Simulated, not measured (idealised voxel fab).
process module | voxel fin reveal
cross-section cut | 250 nm wide | cells 5 nm
A cross-section is a grid of square cells, given in bands from the top down. A band is one or more rows of cells.
Each band's line starts with the height of the band's top and of its bottom, in nm. Then come its materials from left to right, each with its width in nm. One material with "throughout" fills the band from edge to edge. "air" is empty space.
Height 0 is the level under which the wafer as received is all one material. The lowest band goes on downwards, as in "0 down".
A width such as "30 to 40" changes by the same amount from each row of cells to the next, from the band's top row to its bottom row.
"no change" after a step means that no cell of the cross-section changed.
closed voids: empty space of 8 cells or more with no open way to the top, each as width x height at its distance from the left edge, in nm
after a step's settings: what the simulator itself notes on the step
overlay nm, on a step with a mask: how far to the right of its planned place the mask lay; to the left if negative
plan
1 op RECEIVE | material Si
2 op CONFORMAL_DEP | material SiN | thk nm 10
3 op DIRECTIONAL_DEP | material aC | thk nm 10
4 op PATTERN | tone cover | mask id FINS | material resist | width nm 15 | pitch nm 40 | thk nm 25 | overlay nm 0
5 op DIRECTIONAL_ETCH | etch materials aC | depth nm 10
6 op STRIP | etch materials resist
7 op DIRECTIONAL_ETCH | etch materials SiN | depth nm 10
8 op DIRECTIONAL_ETCH | etch materials Si | depth nm 40
9 op STRIP | etch materials aC
10 op OXIDIZE | depth nm 5
11 op FILL_DEP | material SiO2 | thk nm 15
12 op CMP | height nm 10
13 op SELECTIVE_ETCH | etch materials SiO2 | depth nm 20
14 op STRIP | etch materials SiN
as received, after step 1
  0 down: Si throughout
  closed voids: none
first wafer at the end, as planned
  0 to -10: air 100 | Si 5 | air 35 | Si 5 | air 105
  -10 to -45: SiO2 100 | Si 5 | SiO2 35 | Si 5 | SiO2 105
  -45 down: Si throughout
  closed voids: none
second wafer at the end: like start, like plan, one mistake
  0 to -10: air 95 | Si 15 | air 25 | Si 15 | air 100
  -10 to -45: SiO2 95 | Si 15 | SiO2 25 | Si 15 | SiO2 100
  -45 down: Si throughout
  closed voids: none
what went wrong: step 4 ran as: op PATTERN | tone cover | mask id FINS | material resist | width nm 25 | pitch nm 40 | thk nm 25 | overlay nm 0
at the end the second wafer has, in cells: 36 more of Si | 28 fewer of SiO2
